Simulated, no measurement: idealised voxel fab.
process module | voxel double patterning
cross-section cut | 150 nm wide | cells 5 nm
A cross-section is a grid of square cells, given in bands from the top down. A band is one or more rows of cells.
Each band's line starts with the height of the band's top and of its bottom, in nm. Then come its materials from left to right, each with its width in nm. One material with "throughout" fills the band from edge to edge. "air" is empty space.
Height 0 is the level under which the wafer as received is all one material. The lowest band goes on downwards, as in "0 down".
A width such as "30 to 40" changes by the same amount from each row of cells to the next, from the band's top row to its bottom row.
"no change" after a step means that no cell of the cross-section changed.
closed voids: empty space of 8 cells or more with no open way to the top, each as width x height at its distance from the left edge, in nm
after a step's settings: what the simulator itself notes on the step
overlay nm, on a step with a mask: how far to the right of its planned place the mask lay; to the left if negative
plan
1 op RECEIVE | material Si
2 op CONFORMAL_DEP | material SiN | thk nm 5
3 op DIRECTIONAL_DEP | material SiO2 | thk nm 20
4 op DIRECTIONAL_DEP | material SiCN | thk nm 5
5 op DIRECTIONAL_DEP | material aC | thk nm 10
6 op PATTERN | tone open | mask id FIRST | material resist | width nm 15 | pitch nm 50 | thk nm 25 | overlay nm 0
7 op DIRECTIONAL_ETCH | etch materials aC | depth nm 5
8 op STRIP | etch materials resist
9 op DIRECTIONAL_ETCH | etch materials SiCN | depth nm 5
10 op STRIP | etch materials aC
11 op PATTERN | tone open | mask id SECOND | material resist | width nm 15 | pitch nm 50 | thk nm 15 | overlay nm 0
12 op DIRECTIONAL_ETCH | etch materials SiCN | depth nm 5
13 op STRIP | etch materials resist
14 op DIRECTIONAL_ETCH | etch materials SiO2 | depth nm 20
15 op STRIP | etch materials SiCN
varied across the wafers: depth nm of step 7. The plan shows the first wafer's value. All wafers start alike
first wafer as received, after step 1
  0 down: Si throughout
  closed voids: none
first wafer at the end, after step 15
  25 to 5: SiO2 40 | air 15 | SiO2 35 | air 15 | SiO2 45
  5 to 0: SiN throughout
  0 down: Si throughout
  closed voids: none
last wafer at the end
  25 to 5: SiO2 15 | air 15 | SiO2 10 | air 15 | SiO2 10 | air 15 | SiO2 10 | air 15 | SiO2 10 | air 15 | SiO2 20
  5 to 0: SiN throughout
  0 down: Si throughout
  closed voids: none
each wafer at the end: cells of each material gained (+) or lost (-) since it was received, then its closed voids
depth nm 5 | +30 SiN | +96 SiO2 | closed voids: none
depth nm 10 | +30 SiN | +60 SiO2 | closed voids: none
depth nm 15 | +30 SiN | +60 SiO2 | closed voids: none
depth nm 20 | +30 SiN | +60 SiO2 | closed voids: none
depth nm 25 | +30 SiN | +60 SiO2 | closed voids: none
